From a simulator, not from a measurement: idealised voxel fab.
Herein follows the process module entitled voxel capacitor over wiring.
Section shown: cut. Width: 240 nm. Cell size: 5 nm, square.
Format of a cross-section: grid, square cells. Given as bands. Order: top down. Band: one or more rows of cells.
The entry gives the band's vertical extent as a top height and a bottom height in nm, then its horizontal make-up as materials from left to right, each with a width in nm. "air" stands for empty space; a single material marked "everywhere" fills the band edge to edge.
We count height from 0. Below that, the starting wafer is all one material. The lowest band never ends at the bottom but goes on down; see "0 -> down" for how that is written.
It should be noted that a width expressed as "30->40" varies in equal increments from row to row of cells within the band, taking the value of the first number at the top row and that of the second number at the bottom row.
When a step is marked "changes: none", none of the cells in the cross-section changed during that step.
Empty spaces without an open route to the top, at least 8 cells in extent, make up the entry "Sealed voids"; each is given as width x height at distance, where the distance is measured from the left edge, and all are in nm.
That trailing text on a step's line, after the settings, is the simulator's own remark on the step.
"overlay nm" on a masked step: distance the mask lay right of its planned place, negative for left.
## plan
1: RECEIVE [material Si]
2: CONFORMAL_DEP [material SiO2] [thk nm 15]
3: DIRECTIONAL_DEP [material TiN] [thk nm 5]
4: DIRECTIONAL_DEP [material W] [thk nm 15]
5: MASKED_ETCH [tone cover] [mask id METAL_1] [width nm 30] [pitch nm 90] [etch materials W] [depth nm 15] [overlay nm 0]
6: MASKED_ETCH [tone cover] [mask id METAL_1] [width nm 30] [pitch nm 90] [etch materials TiN] [depth nm 5] [overlay nm 0]
7: FILL_DEP [material SiO2] [thk nm 10]
8: CMP [height nm 35]
9: CONFORMAL_DEP [material SiCN] [thk nm 5]
10: DIRECTIONAL_DEP [material lowk] [thk nm 20]
11: PATTERN [tone open] [mask id PLUG_1] [material resist] [width nm 15] [thk nm 20] [overlay nm 0]
12: DIRECTIONAL_ETCH [etch materials lowk] [depth nm 20]
13: DIRECTIONAL_ETCH [etch materials SiCN] [depth nm 5]
14: STRIP [etch materials resist]
15: EPI [material Ru] [thk nm 10]
16: EPI [material Ru] [thk nm 10]
17: EPI [material Ru] [thk nm 5]
18: DIRECTIONAL_DEP [material TiN] [thk nm 5]
19: DIRECTIONAL_DEP [material SiN] [thk nm 5]
20: DIRECTIONAL_DEP [material TiN] [thk nm 10]
21: PATTERN [tone cover] [mask id UPPER_PLATE] [material resist] [width nm 65] [thk nm 15] [overlay nm 0]
22: DIRECTIONAL_ETCH [etch materials TiN] [depth nm 10]
23: DIRECTIONAL_ETCH [etch materials SiN] [depth nm 5]
24: STRIP [etch materials resist]
25: MASKED_ETCH [tone cover] [mask id LOWER_PLATE] [width nm 75] [etch materials TiN] [depth nm 5] [overlay nm 0]
26: FILL_DEP [material SiO2] [thk nm 15]
27: CMP [height nm 90]
28: DIRECTIONAL_DEP [material aC] [thk nm 10]
29: PATTERN [tone open] [mask id PLUG_2] [material resist] [width nm 15] [thk nm 25] [overlay nm 0]
30: DIRECTIONAL_ETCH [etch materials aC] [depth nm 10]
31: STRIP [etch materials resist]
32: DIRECTIONAL_ETCH [etch materials SiO2] [depth nm 10]
33: STRIP [etch materials aC]
34: CONFORMAL_DEP [material TiN] [thk nm 5]
35: FILL_DEP [material Ru] [thk nm 5]
36: CMP [height nm 90]
37: CONFORMAL_DEP [material SiN] [thk nm 5]
## Cross-sectional view of the wafer in its as-received condition, corresponding to the state after step 1
	0 -> down  Si everywhere
	Sealed voids: none
## Look at the cross-section after the module: the wafer started out the way shown above and the plan was the one shown above, yet one mistake was made along the way
	95 -> 90  SiN everywhere
	90 -> 85  85 nm SiO2; 5 nm TiN; 5 nm Ru; 5 nm TiN; 140 nm SiO2
	85 -> 80  85 nm SiO2; 15 nm TiN; 140 nm SiO2
	80 -> 70  90 nm SiO2; 50 nm TiN; 100 nm SiO2
	70 -> 65  75 nm SiO2; 15 nm TiN; 50 nm SiN; 100 nm SiO2
	65 -> 60  70 nm SiO2; 75 nm TiN; 95 nm SiO2
	60 -> 55  75 nm lowk; 15 nm SiN; 150 nm lowk
	55 -> 50  75 nm lowk; 15 nm TiN; 150 nm lowk
	50 -> 40  75 nm lowk; 15 nm Ru; 150 nm lowk
	40 -> 35  75 nm SiCN; 15 nm Ru; 150 nm SiCN
	35 -> 20  60 nm SiO2; 30 nm W; 60 nm SiO2; 30 nm W; 60 nm SiO2
	20 -> 15  60 nm SiO2; 30 nm TiN; 60 nm SiO2; 30 nm TiN; 60 nm SiO2
	15 -> 0  SiO2 everywhere
	0 -> down  Si everywhere
	Sealed voids: none
what went wrong: with steps 15 and 16 being identical, the one that was left out cannot be pinpointed
